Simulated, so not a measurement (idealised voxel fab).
Presented below is a process module, voxel quadruple lines.
Shown is cross-section cut, with a width of 165 nm and square cells of size 5 nm.
We lay out every cross-section as a grid of square cells and spell it out in bands from the top down, where one band means one or more rows of cells. Quick guide to a band line: top height, bottom height (nm) up front; then every material left to right with its width in nm. Only one material and it's marked "full width"? Then it fills the band edge to edge. And "air" just means empty space. Zero point of the height axis is 0; under it, received wafer = one material. Lowest band: continues down indefinitely, "0 nm and below". Quick explanation for "30..40": the width changes in equal steps down the rows of cells, from the first number in the band's top row to the second number in its bottom row. No cell of the cross-section changed in a step that is given as "left unchanged". Basically, "Fully closed voids" tells you about the enclosed voids: empty spaces with no open way to the top, 8 cells or bigger, each written width x height at distance, where distance is from the left edge, all in nm. Past the settings on a step's line: simulator remark, on that step. "overlay nm" denotes, for a step that has a mask, the displacement of the mask to the right of its planned place, with negative values corresponding to the left.

STEPS PLANNED FOR THE PROCESS
1 RECEIVE | material Si
2 CONFORMAL_DEP | material SiO2 | thk nm 10
3 DIRECTIONAL_DEP | material TiN | thk nm 15
4 DIRECTIONAL_DEP | material polySi | thk nm 15
5 DIRECTIONAL_DEP | material aC | thk nm 20
6 PATTERN | tone cover | mask id MANDREL | material resist | width nm 25 | thk nm 30 | overlay nm 0
7 DIRECTIONAL_ETCH | etch materials aC | depth nm 20
8 STRIP | etch materials resist
9 CONFORMAL_DEP | material SiO2 | thk nm 15
10 DIRECTIONAL_ETCH | etch materials SiO2 | depth nm 15
11 STRIP | etch materials aC
12 DIRECTIONAL_ETCH | etch materials polySi | depth nm 15
13 STRIP | etch materials SiO2
14 CONFORMAL_DEP | material SiCN | thk nm 5
15 DIRECTIONAL_ETCH | etch materials SiCN | depth nm 5
16 STRIP | etch materials polySi
17 DIRECTIONAL_ETCH | etch materials TiN | depth nm 15
18 STRIP | etch materials SiCN

CROSS-SECTION OF THE WAFER AT RECEIPT, WHICH IS THE CONDITION AFTER STEP 1
> 0 nm and below: Si full width
> Fully closed voids: none

FIRST WAFER OF TWO, SECTIONED AT END OF MODULE; RUN WENT PER PLAN
> 25 nm to 10 nm: 50 air, then 5 TiN, then 15 air, then 5 TiN, then 15 air, then 5 TiN, then 15 air, then 5 TiN, then 50 air
> 10 nm to 0 nm: SiO2 full width
> 0 nm and below: Si full width
> Fully closed voids: none

WAFER TWO, SECTIONED AFTER THE MODULE: THE FIRST WAFER'S START, THE FIRST WAFER'S PLAN, AND ONE MISTAKE IN HOW IT WAS RUN
> 40 nm to 25 nm: 50 air, then 5 TiN, then 15 air, then 5 TiN, then 15 air, then 5 TiN, then 15 air, then 5 TiN, then 50 air
> 25 nm to 10 nm: TiN full width
> 10 nm to 0 nm: SiO2 full width
> 0 nm and below: Si full width
> Fully closed voids: none
In executing the process, a mistake was made relative to the plan: step 3 in the plan was executed twice
Final tally in cells, some materials are higher or lower on the second wafer than on the first: 99 more of TiN
